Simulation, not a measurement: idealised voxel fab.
process module | voxel wiring stack
We display cut, a cross-section 260 nm in width whose square cells are each 5 nm.
Cross-section = grid of square cells, listed top down in bands; band = one or more rows.
Per band: top height and bottom height in nm, followed by the left-to-right materials and their widths in nm; "everywhere" marks a single material spanning edge to edge, "blank" marks empty space.
Ref level 0: as-received wafer is one material below here. Bottom band extends down with no lower bound ("0 nm and below").
Read "30..40" as a graded width: first number on top, second number at the bottom, same change between each pair of neighbouring rows.
A step reported as "left unchanged" is a step in which no cell of the cross-section changed.
Under "Fully enclosed voids" you'll find the enclosed gaps, the ones with no way out to the top, that are 8 cells or bigger; each reads width x height at distance, with distance counted from the left edge, everything in nm.
Post-settings text on a step line: simulator's own remark regarding the step.
What "overlay nm" on a step's line means: if the step has a mask, that mask lay this far to the right of its planned place, or, when the value is negative, to the left.
The following list gives the planned process steps
1) RECEIVE, material Si
2) CONFORMAL_DEP, material SiO2, thk nm 15
3) DIRECTIONAL_DEP, material TiN, thk nm 5
4) DIRECTIONAL_DEP, material Ru, thk nm 15
5) PATTERN, tone cover, mask id METAL_1, material resist, width nm 20, pitch nm 45, thk nm 20, overlay nm 0
6) DIRECTIONAL_ETCH, etch materials Ru, depth nm 15
7) DIRECTIONAL_ETCH, etch materials TiN, depth nm 5
8) STRIP, etch materials resist
9) CONFORMAL_DEP, material SiN, thk nm 5
10) FILL_DEP, material SiO2, thk nm 10
11) CMP, height nm 35
12) CONFORMAL_DEP, material SiCN, thk nm 5
13) DIRECTIONAL_DEP, material SiO2, thk nm 30
14) MASKED_ETCH, tone open, mask id METAL_2_HOLES, width nm 15, pitch nm 45, etch materials SiO2, depth nm 30, overlay nm 0
15) MASKED_ETCH, tone open, mask id METAL_2, width nm 20, pitch nm 45, etch materials SiO2, depth nm 15, overlay nm 0
16) MASKED_ETCH, tone open, mask id METAL_2, width nm 20, pitch nm 45, etch materials SiCN, depth nm 5, overlay nm 0
17) CONFORMAL_DEP, material TiN, thk nm 5
18) FILL_DEP, material Ru, thk nm 10
19) CMP, height nm 70
20) CONFORMAL_DEP, material SiCN, thk nm 5
The following pertains to the first of two wafers, which was processed as planned
as received, after step 1
> 0 nm and below: Si everywhere
> Fully enclosed voids: none
After step 2: wafer cross-section
> 15 nm to 0 nm: SiO2 everywhere
> Unchanged below 0.
After step 3: wafer cross-section
> 20 nm to 15 nm: TiN everywhere
> Unchanged below 15.
After step 4: wafer cross-section
> 35 nm to 20 nm: Ru everywhere
> Unchanged below 20.
After step 5: wafer cross-section
> 55 nm to 35 nm: blank 50 nm | resist 20 nm | blank 25 nm | resist 20 nm | blank 25 nm | resist 20 nm | blank 25 nm | resist 20 nm | blank 55 nm
> Unchanged below 35.
After step 6: wafer cross-section
> 55 nm to 35 nm: blank 50 nm | resist 20 nm | blank 25 nm | resist 20 nm | blank 25 nm | resist 20 nm | blank 25 nm | resist 20 nm | blank 55 nm
> 35 nm to 20 nm: blank 50 nm | Ru 20 nm | blank 25 nm | Ru 20 nm | blank 25 nm | Ru 20 nm | blank 25 nm | Ru 20 nm | blank 55 nm
> Unchanged below 20.
After step 7: wafer cross-section
> 55 nm to 35 nm: blank 50 nm | resist 20 nm | blank 25 nm | resist 20 nm | blank 25 nm | resist 20 nm | blank 25 nm | resist 20 nm | blank 55 nm
> 35 nm to 20 nm: blank 50 nm | Ru 20 nm | blank 25 nm | Ru 20 nm | blank 25 nm | Ru 20 nm | blank 25 nm | Ru 20 nm | blank 55 nm
> 20 nm to 15 nm: blank 50 nm | TiN 20 nm | blank 25 nm | TiN 20 nm | blank 25 nm | TiN 20 nm | blank 25 nm | TiN 20 nm | blank 55 nm
> Unchanged below 15.
After step 8: wafer cross-section
> 35 nm to 20 nm: blank 50 nm | Ru 20 nm | blank 25 nm | Ru 20 nm | blank 25 nm | Ru 20 nm | blank 25 nm | Ru 20 nm | blank 55 nm
> Unchanged below 20.
After step 9: wafer cross-section
> 40 nm to 35 nm: blank 45 nm | SiN 30 nm | blank 15 nm | SiN 30 nm | blank 15 nm | SiN 30 nm | blank 15 nm | SiN 30 nm | blank 50 nm
> 35 nm to 20 nm: blank 45 nm | SiN 5 nm | Ru 20 nm | SiN 5 nm | blank 15 nm | SiN 5 nm | Ru 20 nm | SiN 5 nm | blank 15 nm | SiN 5 nm | Ru 20 nm | SiN 5 nm | blank 15 nm | SiN 5 nm | Ru 20 nm | SiN 5 nm | blank 50 nm
> 20 nm to 15 nm: SiN 50 nm | TiN 20 nm | SiN 25 nm | TiN 20 nm | SiN 25 nm | TiN 20 nm | SiN 25 nm | TiN 20 nm | SiN 55 nm
> Unchanged below 15.
After step 10: wafer cross-section
> 50 nm to 40 nm: SiO2 everywhere
> 40 nm to 35 nm: SiO2 45 nm | SiN 30 nm | SiO2 15 nm | SiN 30 nm | SiO2 15 nm | SiN 30 nm | SiO2 15 nm | SiN 30 nm | SiO2 50 nm
> 35 nm to 20 nm: SiO2 45 nm | SiN 5 nm | Ru 20 nm | SiN 5 nm | SiO2 15 nm | SiN 5 nm | Ru 20 nm | SiN 5 nm | SiO2 15 nm | SiN 5 nm | Ru 20 nm | SiN 5 nm | SiO2 15 nm | SiN 5 nm | Ru 20 nm | SiN 5 nm | SiO2 50 nm
> Unchanged below 20.
After step 11: wafer cross-section
> 35 nm to 20 nm: SiO2 45 nm | SiN 5 nm | Ru 20 nm | SiN 5 nm | SiO2 15 nm | SiN 5 nm | Ru 20 nm | SiN 5 nm | SiO2 15 nm | SiN 5 nm | Ru 20 nm | SiN 5 nm | SiO2 15 nm | SiN 5 nm | Ru 20 nm | SiN 5 nm | SiO2 50 nm
> Unchanged below 20.
After step 12: wafer cross-section
> 40 nm to 35 nm: SiCN everywhere
> Unchanged below 35.
After step 13: wafer cross-section
> 70 nm to 40 nm: SiO2 everywhere
> Unchanged below 40.
After step 14: wafer cross-section
> 70 nm to 40 nm: SiO2 50 nm | blank 15 nm | SiO2 30 nm | blank 15 nm | SiO2 30 nm | blank 15 nm | SiO2 30 nm | blank 15 nm | SiO2 60 nm
> Unchanged below 40.
After step 15: wafer cross-section
> 70 nm to 55 nm: SiO2 50 nm | blank 20 nm | SiO2 25 nm | blank 20 nm | SiO2 25 nm | blank 20 nm | SiO2 25 nm | blank 20 nm | SiO2 55 nm
> Unchanged below 55.
After step 16: wafer cross-section
> 70 nm to 55 nm: SiO2 50 nm | blank 20 nm | SiO2 25 nm | blank 20 nm | SiO2 25 nm | blank 20 nm | SiO2 25 nm | blank 20 nm | SiO2 55 nm
> 55 nm to 40 nm: SiO2 50 nm | blank 15 nm | SiO2 30 nm | blank 15 nm | SiO2 30 nm | blank 15 nm | SiO2 30 nm | blank 15 nm | SiO2 60 nm
> 40 nm to 35 nm: SiCN 50 nm | blank 15 nm | SiCN 30 nm | blank 15 nm | SiCN 30 nm | blank 15 nm | SiCN 30 nm | blank 15 nm | SiCN 60 nm
> Unchanged below 35.
After step 17: wafer cross-section
> 75 nm to 70 nm: TiN 55 nm | blank 10 nm | TiN 35 nm | blank 10 nm | TiN 35 nm | blank 10 nm | TiN 35 nm | blank 10 nm | TiN 60 nm
> 70 nm to 60 nm: SiO2 50 nm | TiN 5 nm | blank 10 nm | TiN 5 nm | SiO2 25 nm | TiN 5 nm | blank 10 nm | TiN 5 nm | SiO2 25 nm | TiN 5 nm | blank 10 nm | TiN 5 nm | SiO2 25 nm | TiN 5 nm | blank 10 nm | TiN 5 nm | SiO2 55 nm
> 60 nm to 55 nm: SiO2 50 nm | TiN 5 nm | blank 5 nm | TiN 10 nm | SiO2 25 nm | TiN 5 nm | blank 5 nm | TiN 10 nm | SiO2 25 nm | TiN 5 nm | blank 5 nm | TiN 10 nm | SiO2 25 nm | TiN 5 nm | blank 5 nm | TiN 10 nm | SiO2 55 nm
> 55 nm to 40 nm: SiO2 50 nm | TiN 5 nm | blank 5 nm | TiN 5 nm | SiO2 30 nm | TiN 5 nm | blank 5 nm | TiN 5 nm | SiO2 30 nm | TiN 5 nm | blank 5 nm | TiN 5 nm | SiO2 30 nm | TiN 5 nm | blank 5 nm | TiN 5 nm | SiO2 60 nm
> 40 nm to 35 nm: SiCN 50 nm | TiN 15 nm | SiCN 30 nm | TiN 15 nm | SiCN 30 nm | TiN 15 nm | SiCN 30 nm | TiN 15 nm | SiCN 60 nm
> Unchanged below 35.
After step 18: wafer cross-section
> 85 nm to 75 nm: Ru everywhere
> 75 nm to 70 nm: TiN 55 nm | Ru 10 nm | TiN 35 nm | Ru 10 nm | TiN 35 nm | Ru 10 nm | TiN 35 nm | Ru 10 nm | TiN 60 nm
> 70 nm to 60 nm: SiO2 50 nm | TiN 5 nm | Ru 10 nm | TiN 5 nm | SiO2 25 nm | TiN 5 nm | Ru 10 nm | TiN 5 nm | SiO2 25 nm | TiN 5 nm | Ru 10 nm | TiN 5 nm | SiO2 25 nm | TiN 5 nm | Ru 10 nm | TiN 5 nm | SiO2 55 nm
> 60 nm to 55 nm: SiO2 50 nm | TiN 5 nm | Ru 5 nm | TiN 10 nm | SiO2 25 nm | TiN 5 nm | Ru 5 nm | TiN 10 nm | SiO2 25 nm | TiN 5 nm | Ru 5 nm | TiN 10 nm | SiO2 25 nm | TiN 5 nm | Ru 5 nm | TiN 10 nm | SiO2 55 nm
> 55 nm to 40 nm: SiO2 50 nm | TiN 5 nm | Ru 5 nm | TiN 5 nm | SiO2 30 nm | TiN 5 nm | Ru 5 nm | TiN 5 nm | SiO2 30 nm | TiN 5 nm | Ru 5 nm | TiN 5 nm | SiO2 30 nm | TiN 5 nm | Ru 5 nm | TiN 5 nm | SiO2 60 nm
> Unchanged below 40.
After step 19: wafer cross-section
> 70 nm to 60 nm: SiO2 50 nm | TiN 5 nm | Ru 10 nm | TiN 5 nm | SiO2 25 nm | TiN 5 nm | Ru 10 nm | TiN 5 nm | SiO2 25 nm | TiN 5 nm | Ru 10 nm | TiN 5 nm | SiO2 25 nm | TiN 5 nm | Ru 10 nm | TiN 5 nm | SiO2 55 nm
> Unchanged below 60.
After step 20: wafer cross-section
> 75 nm to 70 nm: SiCN everywhere
> Unchanged below 70.
Second of two: same start, same plan, one run error; steps up to and including 3 match the first
Second wafer at the planned finish of step 4, seen in cross-section
> 25 nm to 20 nm: Ru everywhere
> Unchanged below 20.
Second wafer at the planned finish of step 5, seen in cross-section
> 45 nm to 25 nm: blank 50 nm | resist 20 nm | blank 25 nm | resist 20 nm | blank 25 nm | resist 20 nm | blank 25 nm | resist 20 nm | blank 55 nm
> Unchanged below 25.
Second wafer at the planned finish of step 6, seen in cross-section
> 45 nm to 25 nm: blank 50 nm | resist 20 nm | blank 25 nm | resist 20 nm | blank 25 nm | resist 20 nm | blank 25 nm | resist 20 nm | blank 55 nm
> 25 nm to 20 nm: blank 50 nm | Ru 20 nm | blank 25 nm | Ru 20 nm | blank 25 nm | Ru 20 nm | blank 25 nm | Ru 20 nm | blank 55 nm
> Unchanged below 20.
Second wafer at the planned finish of step 7, seen in cross-section
> 45 nm to 25 nm: blank 50 nm | resist 20 nm | blank 25 nm | resist 20 nm | blank 25 nm | resist 20 nm | blank 25 nm | resist 20 nm | blank 55 nm
> 25 nm to 20 nm: blank 50 nm | Ru 20 nm | blank 25 nm | Ru 20 nm | blank 25 nm | Ru 20 nm | blank 25 nm | Ru 20 nm | blank 55 nm
> 20 nm to 15 nm: blank 50 nm | TiN 20 nm | blank 25 nm | TiN 20 nm | blank 25 nm | TiN 20 nm | blank 25 nm | TiN 20 nm | blank 55 nm
> Unchanged below 15.
Second wafer at the planned finish of step 8, seen in cross-section
> 25 nm to 20 nm: blank 50 nm | Ru 20 nm | blank 25 nm | Ru 20 nm | blank 25 nm | Ru 20 nm | blank 25 nm | Ru 20 nm | blank 55 nm
> Unchanged below 20.
Second wafer at the planned finish of step 9, seen in cross-section
> 30 nm to 25 nm: blank 45 nm | SiN 30 nm | blank 15 nm | SiN 30 nm | blank 15 nm | SiN 30 nm | blank 15 nm | SiN 30 nm | blank 50 nm
> 25 nm to 20 nm: blank 45 nm | SiN 5 nm | Ru 20 nm | SiN 5 nm | blank 15 nm | SiN 5 nm | Ru 20 nm | SiN 5 nm | blank 15 nm | SiN 5 nm | Ru 20 nm | SiN 5 nm | blank 15 nm | SiN 5 nm | Ru 20 nm | SiN 5 nm | blank 50 nm
> 20 nm to 15 nm: SiN 50 nm | TiN 20 nm | SiN 25 nm | TiN 20 nm | SiN 25 nm | TiN 20 nm | SiN 25 nm | TiN 20 nm | SiN 55 nm
> Unchanged below 15.
Second wafer at the planned finish of step 10, seen in cross-section
> 40 nm to 30 nm: SiO2 everywhere
> 30 nm to 25 nm: SiO2 45 nm | SiN 30 nm | SiO2 15 nm | SiN 30 nm | SiO2 15 nm | SiN 30 nm | SiO2 15 nm | SiN 30 nm | SiO2 50 nm
> 25 nm to 20 nm: SiO2 45 nm | SiN 5 nm | Ru 20 nm | SiN 5 nm | SiO2 15 nm | SiN 5 nm | Ru 20 nm | SiN 5 nm | SiO2 15 nm | SiN 5 nm | Ru 20 nm | SiN 5 nm | SiO2 15 nm | SiN 5 nm | Ru 20 nm | SiN 5 nm | SiO2 50 nm
> Unchanged below 20.
Second wafer at the planned finish of step 11, seen in cross-section
> 35 nm to 30 nm: SiO2 everywhere
> Unchanged below 30.
Second wafer at the planned finish of step 12, seen in cross-section
> 40 nm to 35 nm: SiCN everywhere
> Unchanged below 35.
Second wafer at the planned finish of step 13, seen in cross-section
> 70 nm to 40 nm: SiO2 everywhere
> Unchanged below 40.
Second wafer at the planned finish of step 14, seen in cross-section
> 70 nm to 40 nm: SiO2 50 nm | blank 15 nm | SiO2 30 nm | blank 15 nm | SiO2 30 nm | blank 15 nm | SiO2 30 nm | blank 15 nm | SiO2 60 nm
> Unchanged below 40.
Second wafer at the planned finish of step 15, seen in cross-section
> 70 nm to 55 nm: SiO2 50 nm | blank 20 nm | SiO2 25 nm | blank 20 nm | SiO2 25 nm | blank 20 nm | SiO2 25 nm | blank 20 nm | SiO2 55 nm
> Unchanged below 55.
Second wafer at the planned finish of step 16, seen in cross-section
> 70 nm to 55 nm: SiO2 50 nm | blank 20 nm | SiO2 25 nm | blank 20 nm | SiO2 25 nm | blank 20 nm | SiO2 25 nm | blank 20 nm | SiO2 55 nm
> 55 nm to 40 nm: SiO2 50 nm | blank 15 nm | SiO2 30 nm | blank 15 nm | SiO2 30 nm | blank 15 nm | SiO2 30 nm | blank 15 nm | SiO2 60 nm
> 40 nm to 35 nm: SiCN 50 nm | blank 15 nm | SiCN 30 nm | blank 15 nm | SiCN 30 nm | blank 15 nm | SiCN 30 nm | blank 15 nm | SiCN 60 nm
> Unchanged below 35.
Second wafer at the planned finish of step 17, seen in cross-section
> 75 nm to 70 nm: TiN 55 nm | blank 10 nm | TiN 35 nm | blank 10 nm | TiN 35 nm | blank 10 nm | TiN 35 nm | blank 10 nm | TiN 60 nm
> 70 nm to 60 nm: SiO2 50 nm | TiN 5 nm | blank 10 nm | TiN 5 nm | SiO2 25 nm | TiN 5 nm | blank 10 nm | TiN 5 nm | SiO2 25 nm | TiN 5 nm | blank 10 nm | TiN 5 nm | SiO2 25 nm | TiN 5 nm | blank 10 nm | TiN 5 nm | SiO2 55 nm
> 60 nm to 55 nm: SiO2 50 nm | TiN 5 nm | blank 5 nm | TiN 10 nm | SiO2 25 nm | TiN 5 nm | blank 5 nm | TiN 10 nm | SiO2 25 nm | TiN 5 nm | blank 5 nm | TiN 10 nm | SiO2 25 nm | TiN 5 nm | blank 5 nm | TiN 10 nm | SiO2 55 nm
> 55 nm to 40 nm: SiO2 50 nm | TiN 5 nm | blank 5 nm | TiN 5 nm | SiO2 30 nm | TiN 5 nm | blank 5 nm | TiN 5 nm | SiO2 30 nm | TiN 5 nm | blank 5 nm | TiN 5 nm | SiO2 30 nm | TiN 5 nm | blank 5 nm | TiN 5 nm | SiO2 60 nm
> 40 nm to 35 nm: SiCN 50 nm | TiN 15 nm | SiCN 30 nm | TiN 15 nm | SiCN 30 nm | TiN 15 nm | SiCN 30 nm | TiN 15 nm | SiCN 60 nm
> Unchanged below 35.
Second wafer at the planned finish of step 18, seen in cross-section
> 85 nm to 75 nm: Ru everywhere
> 75 nm to 70 nm: TiN 55 nm | Ru 10 nm | TiN 35 nm | Ru 10 nm | TiN 35 nm | Ru 10 nm | TiN 35 nm | Ru 10 nm | TiN 60 nm
> 70 nm to 60 nm: SiO2 50 nm | TiN 5 nm | Ru 10 nm | TiN 5 nm | SiO2 25 nm | TiN 5 nm | Ru 10 nm | TiN 5 nm | SiO2 25 nm | TiN 5 nm | Ru 10 nm | TiN 5 nm | SiO2 25 nm | TiN 5 nm | Ru 10 nm | TiN 5 nm | SiO2 55 nm
> 60 nm to 55 nm: SiO2 50 nm | TiN 5 nm | Ru 5 nm | TiN 10 nm | SiO2 25 nm | TiN 5 nm | Ru 5 nm | TiN 10 nm | SiO2 25 nm | TiN 5 nm | Ru 5 nm | TiN 10 nm | SiO2 25 nm | TiN 5 nm | Ru 5 nm | TiN 10 nm | SiO2 55 nm
> 55 nm to 40 nm: SiO2 50 nm | TiN 5 nm | Ru 5 nm | TiN 5 nm | SiO2 30 nm | TiN 5 nm | Ru 5 nm | TiN 5 nm | SiO2 30 nm | TiN 5 nm | Ru 5 nm | TiN 5 nm | SiO2 30 nm | TiN 5 nm | Ru 5 nm | TiN 5 nm | SiO2 60 nm
> Unchanged below 40.
Second wafer at the planned finish of step 19, seen in cross-section
> 70 nm to 60 nm: SiO2 50 nm | TiN 5 nm | Ru 10 nm | TiN 5 nm | SiO2 25 nm | TiN 5 nm | Ru 10 nm | TiN 5 nm | SiO2 25 nm | TiN 5 nm | Ru 10 nm | TiN 5 nm | SiO2 25 nm | TiN 5 nm | Ru 10 nm | TiN 5 nm | SiO2 55 nm
> Unchanged below 60.
Second wafer at the planned finish of step 20, seen in cross-section
> 75 nm to 70 nm: SiCN everywhere
> Unchanged below 70.
Deviation noted in wafer processing: step 4 deviated from plan and actually ran as DIRECTIONAL_DEP, material Ru, thk nm 5
The closing comparison, in cells, has the second wafer with more or fewer of some materials than the first: Ru: 32 fewer, SiN: 8 more, SiO2: 24 more
